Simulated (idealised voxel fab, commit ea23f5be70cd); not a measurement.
process module | voxel self aligned vias
cross-section cut | 265 nm wide | cells 5 nm
A cross-section is a grid of square cells, given in bands from the top down. A band is one or more rows of cells.
Each band's line starts with the height of the band's top and of its bottom, in nm. Then come its materials from left to right, each with its width in nm. One material with "throughout" fills the band from edge to edge. "air" is empty space.
Height 0 is the level under which the wafer as received is all one material. The lowest band goes on downwards, as in "0 down".
A width such as "30 to 40" changes by the same amount from each row of cells to the next, from the band's top row to its bottom row.
"no change" after a step means that no cell of the cross-section changed.
closed voids: empty space of 8 cells or more with no open way to the top, each as width x height at its distance from the left edge, in nm
after a step's settings: what the simulator itself notes on the step
overlay nm, on a step with a mask: how far to the right of its planned place the mask lay; to the left if negative
plan
1 op RECEIVE | material Si
2 op CONFORMAL_DEP | material SiO2 | thk nm 10
3 op CONFORMAL_DEP | material SiCN | thk nm 5
4 op DIRECTIONAL_DEP | material SiO2 | thk nm 20
5 op MASKED_ETCH | tone open | mask id LINES | width nm 20 | pitch nm 60 | etch materials SiO2 | depth nm 20 | overlay nm 0
6 op CONFORMAL_DEP | material TiN | thk nm 5
7 op FILL_DEP | material Ru | thk nm 10
8 op CMP | height nm 35
9 op SELECTIVE_ETCH | etch materials W Ru TiN | depth nm 10
10 op FILL_DEP | material SiN | thk nm 5
11 op CMP | height nm 35
12 op DIRECTIONAL_DEP | material SiO2 | thk nm 20
13 op PATTERN | tone open | mask id VIAS | material resist | width nm 30 | pitch nm 60 | thk nm 20 | overlay nm -15
14 op DIRECTIONAL_ETCH | etch materials SiO2 | depth nm 20
15 op DIRECTIONAL_ETCH | etch materials SiN | depth nm 10
16 op STRIP | etch materials resist
17 op CONFORMAL_DEP | material TiN | thk nm 5
18 op FILL_DEP | material Ru | thk nm 10
19 op CMP | height nm 55
20 op CONFORMAL_DEP | material SiCN | thk nm 5
varied across the wafers: overlay nm of step 13. The plan shows the first wafer's value. All wafers start alike
first wafer as received, after step 1
  0 down: Si throughout
  closed voids: none
first wafer at the end, after step 20
  60 to 55: SiCN throughout
  55 to 40: SiO2 70 | TiN 5 | Ru 20 | TiN 5 | SiO2 30 | TiN 5 | Ru 20 | TiN 5 | SiO2 105
  40 to 35: SiO2 70 | TiN 30 | SiO2 30 | TiN 30 | SiO2 105
  35 to 25: SiO2 90 | TiN 10 | SiN 10 | SiO2 40 | TiN 10 | SiN 10 | SiO2 95
  25 to 20: SiO2 90 | TiN 5 | Ru 10 | TiN 5 | SiO2 40 | TiN 5 | Ru 10 | TiN 5 | SiO2 95
  20 to 15: SiO2 90 | TiN 20 | SiO2 40 | TiN 20 | SiO2 95
  15 to 10: SiCN throughout
  10 to 0: SiO2 throughout
  0 down: Si throughout
  closed voids: none
last wafer at the end
  60 to 55: SiCN throughout
  55 to 40: SiO2 100 | TiN 5 | Ru 20 | TiN 5 | SiO2 30 | TiN 5 | Ru 20 | TiN 5 | SiO2 75
  40 to 35: SiO2 100 | TiN 30 | SiO2 30 | TiN 30 | SiO2 75
  35 to 25: SiO2 90 | SiN 10 | TiN 10 | SiO2 40 | SiN 10 | TiN 10 | SiO2 95
  25 to 20: SiO2 90 | TiN 5 | Ru 10 | TiN 5 | SiO2 40 | TiN 5 | Ru 10 | TiN 5 | SiO2 95
  20 to 15: SiO2 90 | TiN 20 | SiO2 40 | TiN 20 | SiO2 95
  15 to 10: SiCN throughout
  10 to 0: SiO2 throughout
  0 down: Si throughout
  closed voids: none
each wafer at the end: cells of each material gained (+) or lost (-) since it was received, then its closed voids
overlay nm -15 | +28 Ru | +106 SiCN | +8 SiN | +450 SiO2 | +44 TiN | closed voids: none
overlay nm -10 | +32 Ru | +106 SiCN | +4 SiN | +450 SiO2 | +44 TiN | closed voids: none
overlay nm -5 | +36 Ru | +106 SiCN | +450 SiO2 | +44 TiN | closed voids: none
overlay nm 0 | +36 Ru | +106 SiCN | +450 SiO2 | +44 TiN | closed voids: none
overlay nm 5 | +36 Ru | +106 SiCN | +450 SiO2 | +44 TiN | closed voids: none
overlay nm 10 | +32 Ru | +106 SiCN | +4 SiN | +450 SiO2 | +44 TiN | closed voids: none
overlay nm 15 | +28 Ru | +106 SiCN | +8 SiN | +450 SiO2 | +44 TiN | closed voids: none
